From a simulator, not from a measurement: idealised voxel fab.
This section sets out a process module, namely voxel quadruple lines.
Cross-sectional view cut (width: 260 nm; square cell size: 5 nm).
Cross-sections here: square-cell grids, written as top-down lists of bands, a band being one or more rows of cells. Top, bottom (nm), then materials left to right with widths (nm); lone material tagged "full width" fills the whole band edge to edge; "empty" = empty space. Heights are expressed relative to 0, this being the level below which the as-received wafer comprises one material exclusively. The lowest band is unbounded in the downward direction and is denoted as in "z 0 and below". A width given as "30 to 40" starts at the first number in the band's top row and ends at the second number in its bottom row, shifting by an equal amount at every step from row to row. Basically "nothing altered" means that step didn't change any cell in the cross-section. The label "Voids lacking openings" introduces a list of the empty spaces, 8 cells or larger, that have no open way up to the top; each entry in it reads width x height at distance, where the distance is taken from the left edge and all three are stated in nm. Note: text after step settings on the step line = simulator remark on that step. Among the settings permitted on a step's line is "overlay nm"; applied to a step with a mask, it specifies the extent to which the mask lay to the right of its planned position, whereas a negative figure signifies a position to the left.
BELOW IS THE LIST OF PLANNED PROCESS STEPS
1) RECEIVE (material Si)
2) CONFORMAL_DEP (material Al2O3; thk nm 5)
3) DIRECTIONAL_DEP (material Ru; thk nm 10)
4) DIRECTIONAL_DEP (material polySi; thk nm 15)
5) DIRECTIONAL_DEP (material aC; thk nm 25)
6) PATTERN (tone cover; mask id MANDREL; material resist; width nm 30; pitch nm 80; thk nm 35; overlay nm 0)
7) DIRECTIONAL_ETCH (etch materials aC; depth nm 25)
8) STRIP (etch materials resist)
9) CONFORMAL_DEP (material SiO2; thk nm 10)
10) DIRECTIONAL_ETCH (etch materials SiO2; depth nm 10)
11) STRIP (etch materials aC)
12) DIRECTIONAL_ETCH (etch materials polySi; depth nm 15)
13) STRIP (etch materials SiO2)
14) CONFORMAL_DEP (material SiCN; thk nm 10)
15) DIRECTIONAL_ETCH (etch materials SiCN; depth nm 10)
16) STRIP (etch materials polySi)
17) DIRECTIONAL_ETCH (etch materials Ru; depth nm 10)
18) STRIP (etch materials SiCN)
CROSS-SECTION, INCOMING MATERIAL, AFTER STEP 1
- z 0 and below = Si full width
- Voids lacking openings: none
END-OF-MODULE XS, FIRST OF TWO WAFERS, RUN AS PLANNED
- z 15 to 5 = 55 of empty, 10 of Ru, 10 of empty, 10 of Ru, 10 of empty, 10 of Ru, 10 of empty, 10 of Ru, 10 of empty, 10 of Ru, 10 of empty, 10 of Ru, 10 of empty, 10 of Ru, 10 of empty, 10 of Ru, 55 of empty
- z 5 to 0 = Al2O3 full width
- z 0 and below = Si full width
- Voids lacking openings: none
CROSS-SECTION, WAFER TWO OF TWO, END OF MODULE: SAME START AND PLAN AS WAFER ONE, ONE ERROR IN EXECUTION
- z 10 to 0 = 55 of empty, 10 of Ru, 10 of empty, 10 of Ru, 10 of empty, 10 of Ru, 10 of empty, 10 of Ru, 10 of empty, 10 of Ru, 10 of empty, 10 of Ru, 10 of empty, 10 of Ru, 10 of empty, 10 of Ru, 55 of empty
- z 0 and below = Si full width
- Voids lacking openings: none
Here's what went sideways: step 2 of the plan was omitted and not executed
Wafer comparison, final, in cells, second relative to first, materials more or fewer: -52 Al2O3
